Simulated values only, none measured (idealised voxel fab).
process module | voxel self aligned vias
cross-section cut | 170 nm wide | cells 5 nm
A cross-section is a grid of square cells, given in bands from the top down. A band is one or more rows of cells.
Each band's line starts with the height of the band's top and of its bottom, in nm. Then come its materials from left to right, each with its width in nm. One material with "throughout" fills the band from edge to edge. "air" is empty space.
Height 0 is the level under which the wafer as received is all one material. The lowest band goes on downwards, as in "0 down".
A width such as "30 to 40" changes by the same amount from each row of cells to the next, from the band's top row to its bottom row.
"no change" after a step means that no cell of the cross-section changed.
closed voids: empty space of 8 cells or more with no open way to the top, each as width x height at its distance from the left edge, in nm
after a step's settings: what the simulator itself notes on the step
overlay nm, on a step with a mask: how far to the right of its planned place the mask lay; to the left if negative
plan
1 op RECEIVE | material Si
2 op CONFORMAL_DEP | material SiO2 | thk nm 15
3 op CONFORMAL_DEP | material SiCN | thk nm 5
4 op DIRECTIONAL_DEP | material lowk | thk nm 30
5 op DIRECTIONAL_DEP | material aC | thk nm 15
6 op PATTERN | tone open | mask id LINES | material resist | width nm 30 | pitch nm 60 | thk nm 30 | overlay nm 0
7 op DIRECTIONAL_ETCH | etch materials aC | depth nm 15
8 op STRIP | etch materials resist
9 op DIRECTIONAL_ETCH | etch materials lowk | depth nm 30
10 op STRIP | etch materials aC
11 op CONFORMAL_DEP | material TiN | thk nm 5
12 op FILL_DEP | material Ru | thk nm 5
13 op CMP | height nm 50
14 op SELECTIVE_ETCH | etch materials W Ru TiN | depth nm 5
15 op FILL_DEP | material SiN | thk nm 5
16 op CMP | height nm 50
17 op DIRECTIONAL_DEP | material lowk | thk nm 20
18 op DIRECTIONAL_DEP | material aC | thk nm 10
19 op PATTERN | tone open | mask id VIAS | material resist | width nm 40 | thk nm 25 | overlay nm 0
20 op DIRECTIONAL_ETCH | etch materials aC | depth nm 10
21 op STRIP | etch materials resist
22 op DIRECTIONAL_ETCH | etch materials lowk | depth nm 20
23 op DIRECTIONAL_ETCH | etch materials SiN | depth nm 5
24 op STRIP | etch materials aC
25 op CONFORMAL_DEP | material TiN | thk nm 5
26 op FILL_DEP | material W | thk nm 10
27 op CMP | height nm 70
28 op CONFORMAL_DEP | material SiN | thk nm 5
as received, after step 1
  0 down: Si throughout
  closed voids: none
first wafer at the end, as planned
  75 to 70: SiN throughout
  70 to 55: lowk 35 | TiN 5 | W 30 | TiN 5 | lowk 95
  55 to 50: lowk 35 | TiN 10 | W 20 | TiN 10 | lowk 95
  50 to 45: lowk 40 | TiN 30 | lowk 30 | SiN 30 | lowk 40
  45 to 25: lowk 40 | TiN 5 | Ru 20 | TiN 5 | lowk 30 | TiN 5 | Ru 20 | TiN 5 | lowk 40
  25 to 20: lowk 40 | TiN 30 | lowk 30 | TiN 30 | lowk 40
  20 to 15: SiCN throughout
  15 to 0: SiO2 throughout
  0 down: Si throughout
  closed voids: none
second wafer at the end: like start, like plan, one mistake
  75 to 70: SiN throughout
  70 to 50: lowk 35 | TiN 5 | W 30 | TiN 5 | lowk 95
  50 to 45: lowk 35 | TiN 40 | lowk 25 | SiN 30 | lowk 40
  45 to 30: lowk 35 | TiN 10 | Ru 20 | TiN 10 | lowk 25 | TiN 5 | Ru 20 | TiN 5 | lowk 40
  30 to 25: lowk 40 | TiN 5 | Ru 20 | TiN 5 | lowk 30 | TiN 5 | Ru 20 | TiN 5 | lowk 40
  25 to 20: lowk 40 | TiN 30 | lowk 30 | TiN 30 | lowk 40
  20 to 15: SiCN throughout
  15 to 0: SiO2 throughout
  0 down: Si throughout
  closed voids: none
what went wrong: step 22 was run twice
at the end the second wafer has, in cells: 6 more of TiN | 2 more of W | 8 fewer of lowk
